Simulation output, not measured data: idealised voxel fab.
The process module presented herein is designated voxel transistor to metal.
Pictured: cross-section cut, 265 nm wide, on a grid of 5 nm square cells.
Cross-section spec: square-cell grid; bands listed top down; each band is one or more rows.
It is stipulated that each band's entry specify, in nanometres, the height of the top of the band and then that of its bottom, followed by the materials of the band in left-to-right sequence, each together with its width in nanometres. A single material marked by the word "all across" is understood to fill the band from edge to edge; the word "empty" is understood to denote empty space.
Height is counted from the level 0, under which the received wafer is composed throughout of one material. The lowest of the bands is not closed at the bottom but continues downward, in the notation "0 nm and below".
So if you see something like "30..40" for the width, read it as the top row of the band sitting at the first number and the bottom row at the second, with every row in between moving by the same amount as the last.
The designation "left unchanged", where it is given for a processing step, indicates that no cell of the cross-section was altered in the course of that step.
You'll see "Voids, sealed" listing empty spaces that have no way open to the top, as long as they're 8 cells or more; the notation is width x height at distance, where the distance is from the left edge, and all of it is in nm.
Past the settings on a step's line: simulator remark, on that step.
What "overlay nm" on a step's line means: if the step has a mask, that mask lay this far to the right of its planned place, or, when the value is negative, to the left.
Process steps (planned):
- 1: op RECEIVE | material Si
- 2: op OXIDIZE | depth nm 5
- 3: op CONFORMAL_DEP | material SiN | thk nm 10
- 4: op DIRECTIONAL_DEP | material aC | thk nm 15
- 5: op PATTERN | tone cover | mask id ACTIVE | material resist | width nm 95 | pitch nm 120 | thk nm 30 | overlay nm 0
- 6: op DIRECTIONAL_ETCH | etch materials aC | depth nm 15
- 7: op STRIP | etch materials resist
- 8: op DIRECTIONAL_ETCH | etch materials SiN | depth nm 10
- 9: op DIRECTIONAL_ETCH | etch materials SiO2 | depth nm 5
- 10: op DIRECTIONAL_ETCH | etch materials Si | depth nm 25
- 11: op STRIP | etch materials aC
- 12: op FILL_DEP | material SiO2 | thk nm 10
- 13: op CMP | height nm 10
- 14: op SELECTIVE_ETCH | etch materials SiO2 | depth nm 10
- 15: op STRIP | etch materials SiN
- 16: op SELECTIVE_ETCH | etch materials SiO2 | depth nm 5
- 17: op OXIDIZE | depth nm 5
- 18: op DIRECTIONAL_DEP | material polySi | thk nm 30
- 19: op DIRECTIONAL_DEP | material SiCN | thk nm 15
- 20: op PATTERN | tone cover | mask id GATE | material resist | width nm 25 | pitch nm 120 | thk nm 20 | overlay nm 0
- 21: op DIRECTIONAL_ETCH | etch materials SiCN | depth nm 25
- 22: op DIRECTIONAL_ETCH | etch materials polySi | depth nm 40
- 23: op STRIP | etch materials resist
- 24: op CONFORMAL_DEP | material SiN | thk nm 10
- 25: op DIRECTIONAL_ETCH | etch materials SiN | depth nm 10
- 26: op DIRECTIONAL_ETCH | etch materials SiO2 | depth nm 5
- 27: op DIRECTIONAL_ETCH | etch materials Si | depth nm 10
- 28: op EPI | material pSi | thk nm 15
- 29: op FILL_DEP | material SiO2 | thk nm 10
- 30: op CMP | height nm 40
- 31: op DIRECTIONAL_DEP | material SiO2 | thk nm 15
- 32: op PATTERN | tone open | mask id CONTACT | material resist | width nm 25 | pitch nm 60 | thk nm 15 | overlay nm -15
- 33: op DIRECTIONAL_ETCH | etch materials SiO2 | depth nm 60
- 34: op STRIP | etch materials resist
- 35: op CONFORMAL_DEP | material TiN | thk nm 5
- 36: op FILL_DEP | material W | thk nm 5
- 37: op CMP | height nm 55
- 38: op CONFORMAL_DEP | material SiN | thk nm 5
- 39: op DIRECTIONAL_DEP | material lowk | thk nm 20
- 40: op PATTERN | tone open | mask id METAL_1 | material resist | width nm 15 | thk nm 20 | overlay nm 0
- 41: op DIRECTIONAL_ETCH | etch materials lowk | depth nm 20
- 42: op DIRECTIONAL_ETCH | etch materials SiN | depth nm 5
- 43: op STRIP | etch materials resist
- 44: op CONFORMAL_DEP | material TiN | thk nm 5
- 45: op FILL_DEP | material W | thk nm 10
- 46: op CMP | height nm 80
- 47: op CONFORMAL_DEP | material SiCN | thk nm 5
- 48: op DIRECTIONAL_DEP | material SiO2 | thk nm 30
- 49: op MASKED_ETCH | tone open | mask id METAL_2 | width nm 15 | pitch nm 120 | etch materials SiO2 | depth nm 20 | overlay nm 0
- 50: op DIRECTIONAL_DEP | material aC | thk nm 10
- 51: op PATTERN | tone open | mask id METAL_2_HOLES | material resist | width nm 15 | pitch nm 120 | thk nm 30 | overlay nm 0
- 52: op DIRECTIONAL_ETCH | etch materials aC | depth nm 10
- 53: op STRIP | etch materials resist
- 54: op DIRECTIONAL_ETCH | etch materials SiO2 | depth nm 10
- 55: op DIRECTIONAL_ETCH | etch materials SiCN | depth nm 5
- 56: op STRIP | etch materials aC
- 57: op CONFORMAL_DEP | material TiN | thk nm 5
- 58: op FILL_DEP | material Cu | thk nm 10
- 59: op CMP | height nm 115
- 60: op CONFORMAL_DEP | material SiN | thk nm 5
Don't read the plan's overlay nm for step 32 as applying to every wafer: that's the first wafer's value, and the wafers differ in it, though they all start identical.
Cross-sectional view of the first of several wafers in the as-received condition, corresponding to the state following step 1:
* 0 nm and below: Si all across
* Voids, sealed: none
first wafer at the end, after step 60:
* 120 nm to 115 nm: SiN all across
* 115 nm to 85 nm: 30 nm SiO2, then 5 nm TiN, then 5 nm Cu, then 5 nm TiN, then 105 nm SiO2, then 5 nm TiN, then 5 nm Cu, then 5 nm TiN, then 100 nm SiO2
* 85 nm to 80 nm: 30 nm SiCN, then 15 nm TiN, then 105 nm SiCN, then 15 nm TiN, then 100 nm SiCN
* 80 nm to 60 nm: 30 nm lowk, then 5 nm TiN, then 5 nm W, then 5 nm TiN, then 55 nm lowk, then 5 nm TiN, then 5 nm W, then 5 nm TiN, then 35 nm lowk, then 5 nm TiN, then 5 nm W, then 5 nm TiN, then 55 nm lowk, then 5 nm TiN, then 5 nm W, then 5 nm TiN, then 30 nm lowk
* 60 nm to 55 nm: 30 nm SiN, then 15 nm TiN, then 55 nm SiN, then 15 nm TiN, then 35 nm SiN, then 15 nm TiN, then 55 nm SiN, then 15 nm TiN, then 30 nm SiN
* 55 nm to 45 nm: 15 nm SiO2, then 5 nm TiN, then 15 nm W, then 5 nm TiN, then 35 nm SiO2, then 5 nm TiN, then 15 nm W, then 5 nm TiN, then 35 nm SiO2, then 5 nm TiN, then 15 nm W, then 5 nm TiN, then 35 nm SiO2, then 5 nm TiN, then 15 nm W, then 5 nm TiN, then 45 nm SiO2
* 45 nm to 40 nm: 15 nm SiO2, then 5 nm TiN, then 15 nm W, then 5 nm TiN, then 35 nm SiO2, then 25 nm TiN, then 35 nm SiO2, then 5 nm TiN, then 15 nm W, then 5 nm TiN, then 35 nm SiO2, then 25 nm TiN, then 45 nm SiO2
* 40 nm to 25 nm: 15 nm SiO2, then 5 nm TiN, then 15 nm W, then 5 nm TiN, then 10 nm SiO2, then 10 nm SiN, then 25 nm SiCN, then 10 nm SiN, then 5 nm TiN, then 35 nm SiO2, then 5 nm TiN, then 15 nm W, then 5 nm TiN, then 10 nm SiO2, then 10 nm SiN, then 25 nm SiCN, then 10 nm SiN, then 5 nm TiN, then 45 nm SiO2
* 25 nm to 10 nm: 15 nm SiO2, then 5 nm TiN, then 15 nm W, then 5 nm TiN, then 10 nm SiO2, then 10 nm SiN, then 25 nm polySi, then 10 nm SiN, then 5 nm TiN, then 35 nm SiO2, then 5 nm TiN, then 15 nm W, then 5 nm TiN, then 10 nm SiO2, then 10 nm SiN, then 25 nm polySi, then 10 nm SiN, then 5 nm TiN, then 45 nm SiO2
* 10 nm to 5 nm: 15 nm SiO2, then 5 nm TiN, then 10 nm W, then 10 nm TiN, then 10 nm SiO2, then 10 nm SiN, then 25 nm polySi, then 10 nm SiN, then 5 nm TiN, then 35 nm SiO2, then 5 nm TiN, then 10 nm W, then 10 nm TiN, then 10 nm SiO2, then 10 nm SiN, then 25 nm polySi, then 10 nm SiN, then 5 nm TiN, then 45 nm SiO2
* 5 nm to 0 nm: 15 nm SiO2, then 5 nm TiN, then 10 nm W, then 5 nm TiN, then 15 nm pSi, then 10 nm SiN, then 25 nm polySi, then 10 nm SiN, then 15 nm pSi, then 25 nm SiO2, then 5 nm TiN, then 10 nm W, then 5 nm TiN, then 15 nm pSi, then 10 nm SiN, then 25 nm polySi, then 10 nm SiN, then 15 nm pSi, then 35 nm SiO2
* 0 nm to -5 nm: 15 nm SiO2, then 20 nm TiN, then 15 nm pSi, then 10 nm SiN, then 25 nm polySi, then 10 nm SiN, then 15 nm pSi, then 25 nm SiO2, then 20 nm TiN, then 15 nm pSi, then 10 nm SiN, then 25 nm polySi, then 10 nm SiN, then 15 nm pSi, then 35 nm SiO2
* -5 nm to -10 nm: 20 nm SiO2, then 30 nm pSi, then 45 nm SiO2, then 30 nm pSi, then 15 nm SiO2, then 30 nm pSi, then 45 nm SiO2, then 30 nm pSi, then 20 nm SiO2
* -10 nm to -20 nm: 25 nm SiO2, then 25 nm pSi, then 45 nm Si, then 25 nm pSi, then 25 nm SiO2, then 25 nm pSi, then 45 nm Si, then 25 nm pSi, then 25 nm SiO2
* -20 nm to -30 nm: 25 nm SiO2, then 95 nm Si, then 25 nm SiO2, then 95 nm Si, then 25 nm SiO2
* -30 nm and below: Si all across
* Voids, sealed: none
Final wafer of several, shown in cross-section at the end of the module:
* 120 nm to 115 nm: SiN all across
* 115 nm to 85 nm: 30 nm SiO2, then 5 nm TiN, then 5 nm Cu, then 5 nm TiN, then 105 nm SiO2, then 5 nm TiN, then 5 nm Cu, then 5 nm TiN, then 100 nm SiO2
* 85 nm to 80 nm: 30 nm SiCN, then 15 nm TiN, then 105 nm SiCN, then 15 nm TiN, then 100 nm SiCN
* 80 nm to 60 nm: 30 nm lowk, then 5 nm TiN, then 5 nm W, then 5 nm TiN, then 55 nm lowk, then 5 nm TiN, then 5 nm W, then 5 nm TiN, then 35 nm lowk, then 5 nm TiN, then 5 nm W, then 5 nm TiN, then 55 nm lowk, then 5 nm TiN, then 5 nm W, then 5 nm TiN, then 30 nm lowk
* 60 nm to 55 nm: 30 nm SiN, then 15 nm TiN, then 55 nm SiN, then 15 nm TiN, then 35 nm SiN, then 15 nm TiN, then 55 nm SiN, then 15 nm TiN, then 30 nm SiN
* 55 nm to 45 nm: 45 nm SiO2, then 5 nm TiN, then 15 nm W, then 5 nm TiN, then 35 nm SiO2, then 5 nm TiN, then 15 nm W, then 5 nm TiN, then 35 nm SiO2, then 5 nm TiN, then 15 nm W, then 5 nm TiN, then 35 nm SiO2, then 5 nm TiN, then 15 nm W, then 5 nm TiN, then 15 nm SiO2
* 45 nm to 40 nm: 45 nm SiO2, then 25 nm TiN, then 35 nm SiO2, then 5 nm TiN, then 15 nm W, then 5 nm TiN, then 35 nm SiO2, then 25 nm TiN, then 35 nm SiO2, then 5 nm TiN, then 15 nm W, then 5 nm TiN, then 15 nm SiO2
* 40 nm to 25 nm: 45 nm SiO2, then 5 nm TiN, then 10 nm SiN, then 25 nm SiCN, then 10 nm SiN, then 10 nm SiO2, then 5 nm TiN, then 15 nm W, then 5 nm TiN, then 35 nm SiO2, then 5 nm TiN, then 10 nm SiN, then 25 nm SiCN, then 10 nm SiN, then 10 nm SiO2, then 5 nm TiN, then 15 nm W, then 5 nm TiN, then 15 nm SiO2
* 25 nm to 10 nm: 45 nm SiO2, then 5 nm TiN, then 10 nm SiN, then 25 nm polySi, then 10 nm SiN, then 10 nm SiO2, then 5 nm TiN, then 15 nm W, then 5 nm TiN, then 35 nm SiO2, then 5 nm TiN, then 10 nm SiN, then 25 nm polySi, then 10 nm SiN, then 10 nm SiO2, then 5 nm TiN, then 15 nm W, then 5 nm TiN, then 15 nm SiO2
* 10 nm to 5 nm: 45 nm SiO2, then 5 nm TiN, then 10 nm SiN, then 25 nm polySi, then 10 nm SiN, then 10 nm SiO2, then 10 nm TiN, then 10 nm W, then 5 nm TiN, then 35 nm SiO2, then 5 nm TiN, then 10 nm SiN, then 25 nm polySi, then 10 nm SiN, then 10 nm SiO2, then 10 nm TiN, then 10 nm W, then 5 nm TiN, then 15 nm SiO2
* 5 nm to 0 nm: 35 nm SiO2, then 15 nm pSi, then 10 nm SiN, then 25 nm polySi, then 10 nm SiN, then 15 nm pSi, then 5 nm TiN, then 10 nm W, then 5 nm TiN, then 25 nm SiO2, then 15 nm pSi, then 10 nm SiN, then 25 nm polySi, then 10 nm SiN, then 15 nm pSi, then 5 nm TiN, then 10 nm W, then 5 nm TiN, then 15 nm SiO2
* 0 nm to -5 nm: 35 nm SiO2, then 15 nm pSi, then 10 nm SiN, then 25 nm polySi, then 10 nm SiN, then 15 nm pSi, then 20 nm TiN, then 25 nm SiO2, then 15 nm pSi, then 10 nm SiN, then 25 nm polySi, then 10 nm SiN, then 15 nm pSi, then 20 nm TiN, then 15 nm SiO2
* -5 nm to -10 nm: 20 nm SiO2, then 30 nm pSi, then 45 nm SiO2, then 30 nm pSi, then 15 nm SiO2, then 30 nm pSi, then 45 nm SiO2, then 30 nm pSi, then 20 nm SiO2
* -10 nm to -20 nm: 25 nm SiO2, then 25 nm pSi, then 45 nm Si, then 25 nm pSi, then 25 nm SiO2, then 25 nm pSi, then 45 nm Si, then 25 nm pSi, then 25 nm SiO2
* -20 nm to -30 nm: 25 nm SiO2, then 95 nm Si, then 25 nm SiO2, then 95 nm Si, then 25 nm SiO2
* -30 nm and below: Si all across
* Voids, sealed: none
The rows of the table below are wafers. Looking at the end of the module, a row counts, for every material, the cells the wafer has gained, shown as (+), or lost, shown as (-), since it was received; its closed voids come next:
overlay nm -15, +12 Cu, -206 Si, +77 SiCN, +166 SiN, +661 SiO2, +160 TiN, +90 W, +164 lowk, +88 pSi, +60 polySi, Voids, sealed: none
overlay nm -10, +12 Cu, -206 Si, +77 SiCN, +166 SiN, +651 SiO2, +174 TiN, +86 W, +164 lowk, +88 pSi, +60 polySi, Voids, sealed: none
overlay nm -5, +12 Cu, -206 Si, +77 SiCN, +166 SiN, +641 SiO2, +174 TiN, +96 W, +164 lowk, +88 pSi, +60 polySi, Voids, sealed: none
overlay nm 0, +12 Cu, -206 Si, +77 SiCN, +166 SiN, +641 SiO2, +174 TiN, +96 W, +164 lowk, +88 pSi, +60 polySi, Voids, sealed: none
overlay nm 5, +12 Cu, -206 Si, +77 SiCN, +166 SiN, +641 SiO2, +174 TiN, +96 W, +164 lowk, +88 pSi, +60 polySi, Voids, sealed: none
overlay nm 10, +12 Cu, -206 Si, +77 SiCN, +166 SiN, +651 SiO2, +174 TiN, +86 W, +164 lowk, +88 pSi, +60 polySi, Voids, sealed: none
overlay nm 15, +12 Cu, -206 Si, +77 SiCN, +166 SiN, +661 SiO2, +160 TiN, +90 W, +164 lowk, +88 pSi, +60 polySi, Voids, sealed: none
